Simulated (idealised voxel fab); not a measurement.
Presented below is a process module, voxel air gaps.
Cross-section cut: width 205 nm, square cells of 5 nm.
Bands, listed from the top down, are how a cross-section gets written in this document; the cross-section itself is a grid of square cells, and a band is one or more rows of them. Per band: top height and bottom height in nm, followed by the left-to-right materials and their widths in nm; "everywhere" marks a single material spanning edge to edge, "blank" marks empty space. Zero point of the height axis is 0; under it, received wafer = one material. Lowest band: continues down indefinitely, "0 down". The expression "30 to 40" gives the width at the extremes of the band, the first number at its top row of cells and the second at its bottom row, with the width changing by equal amounts from each row to the next in between. Where the words "nothing different" appear for a step, the cross-section shows no cell changed by that step; every cell remained as before. "Cavities, closed" means: voids of 8 cells or more that are shut off from the top with no open way through. Written width x height at distance, distance from the left edge, in nm. Anything after a step's settings on that line? It's the simulator's own note about the step. overlay nm: right-of-plan distance of the mask on a masked step; negative values mean left-of-plan.

Process steps foreseen in the plan
1,RECEIVE: material Si
2,CONFORMAL_DEP: material SiO2, thk nm 15
3,CONFORMAL_DEP: material SiN, thk nm 5
4,DIRECTIONAL_DEP: material lowk, thk nm 40
5,DIRECTIONAL_DEP: material aC, thk nm 15
6,PATTERN: tone open, mask id LINES, material resist, width nm 25, pitch nm 50, thk nm 30, overlay nm -15
7,DIRECTIONAL_ETCH: etch materials aC, depth nm 15
8,STRIP: etch materials resist
9,DIRECTIONAL_ETCH: etch materials lowk, depth nm 40
10,STRIP: etch materials aC
11,CONFORMAL_DEP: material TiN, thk nm 5
12,FILL_DEP: material W, thk nm 10
13,CMP: height nm 60
14,EPI: material Ru, thk nm 10
15,SELECTIVE_ETCH: etch materials lowk, depth nm 50
16,CONFORMAL_DEP: material SiCN, thk nm 5
Every wafer here starts from the same state; it is the step 6 overlay nm that distinguishes them, and the value the plan gives belongs to the first wafer.

The as-received cross-section of the first of several wafers corresponds to the state after step 1
- 0 down = Si everywhere
- Cavities, closed: none

Cross-sectional representation of the first of several wafers at the end of the module, i.e. after its terminal step, step 16
- 75 to 70 = blank: 10 | SiCN: 155 | blank: 40
- 70 to 60 = blank: 10 | SiCN: 5 | Ru: 45 | SiCN: 5 | Ru: 45 | SiCN: 5 | Ru: 45 | SiCN: 5 | blank: 40
- 60 to 55 = blank: 10 | SiCN: 15 | TiN: 5 | W: 15 | TiN: 5 | SiCN: 25 | TiN: 5 | W: 15 | TiN: 5 | SiCN: 25 | TiN: 5 | W: 15 | TiN: 5 | SiCN: 15 | blank: 40
- 55 to 25 = blank: 20 | SiCN: 5 | TiN: 5 | W: 15 | TiN: 5 | SiCN: 5 | blank: 15 | SiCN: 5 | TiN: 5 | W: 15 | TiN: 5 | SiCN: 5 | blank: 15 | SiCN: 5 | TiN: 5 | W: 15 | TiN: 5 | SiCN: 5 | blank: 50
- 25 to 20 = SiCN: 25 | TiN: 25 | SiCN: 25 | TiN: 25 | SiCN: 25 | TiN: 25 | SiCN: 55
- 20 to 15 = SiN everywhere
- 15 to 0 = SiO2 everywhere
- 0 down = Si everywhere
- Cavities, closed: 15 x 30 at 55; 15 x 30 at 105

Sectional view of the last wafer upon completion of the module
- 75 to 70 = blank: 40 | SiCN: 155 | blank: 10
- 70 to 60 = blank: 40 | SiCN: 5 | Ru: 45 | SiCN: 5 | Ru: 45 | SiCN: 5 | Ru: 45 | SiCN: 5 | blank: 10
- 60 to 55 = blank: 40 | SiCN: 15 | TiN: 5 | W: 15 | TiN: 5 | SiCN: 25 | TiN: 5 | W: 15 | TiN: 5 | SiCN: 25 | TiN: 5 | W: 15 | TiN: 5 | SiCN: 15 | blank: 10
- 55 to 25 = blank: 50 | SiCN: 5 | TiN: 5 | W: 15 | TiN: 5 | SiCN: 5 | blank: 15 | SiCN: 5 | TiN: 5 | W: 15 | TiN: 5 | SiCN: 5 | blank: 15 | SiCN: 5 | TiN: 5 | W: 15 | TiN: 5 | SiCN: 5 | blank: 20
- 25 to 20 = SiCN: 55 | TiN: 25 | SiCN: 25 | TiN: 25 | SiCN: 25 | TiN: 25 | SiCN: 25
- 20 to 15 = SiN everywhere
- 15 to 0 = SiO2 everywhere
- 0 down = Si everywhere
- Cavities, closed: 15 x 30 at 85; 15 x 30 at 135

Below is a per-wafer table. In it, each row describes the wafer at the end of the module by giving, for each material, the number of cells gained (+) or lost (-) since the wafer was received, and after that the closed voids of the wafer
overlay nm -15 | +54 Ru | +117 SiCN | +41 SiN | +123 SiO2 | +57 TiN | +63 W | Cavities, closed: 15 x 30 at 55; 15 x 30 at 105
overlay nm -10 | +54 Ru | +117 SiCN | +41 SiN | +123 SiO2 | +57 TiN | +63 W | Cavities, closed: 15 x 30 at 60; 15 x 30 at 110
overlay nm -5 | +54 Ru | +117 SiCN | +41 SiN | +123 SiO2 | +57 TiN | +63 W | Cavities, closed: 15 x 30 at 65; 15 x 30 at 115
overlay nm 0 | +54 Ru | +117 SiCN | +41 SiN | +123 SiO2 | +57 TiN | +63 W | Cavities, closed: 15 x 30 at 70; 15 x 30 at 120
overlay nm 5 | +54 Ru | +117 SiCN | +41 SiN | +123 SiO2 | +57 TiN | +63 W | Cavities, closed: 15 x 30 at 75; 15 x 30 at 125
overlay nm 10 | +54 Ru | +117 SiCN | +41 SiN | +123 SiO2 | +57 TiN | +63 W | Cavities, closed: 15 x 30 at 80; 15 x 30 at 130
overlay nm 15 | +54 Ru | +117 SiCN | +41 SiN | +123 SiO2 | +57 TiN | +63 W | Cavities, closed: 15 x 30 at 85; 15 x 30 at 135
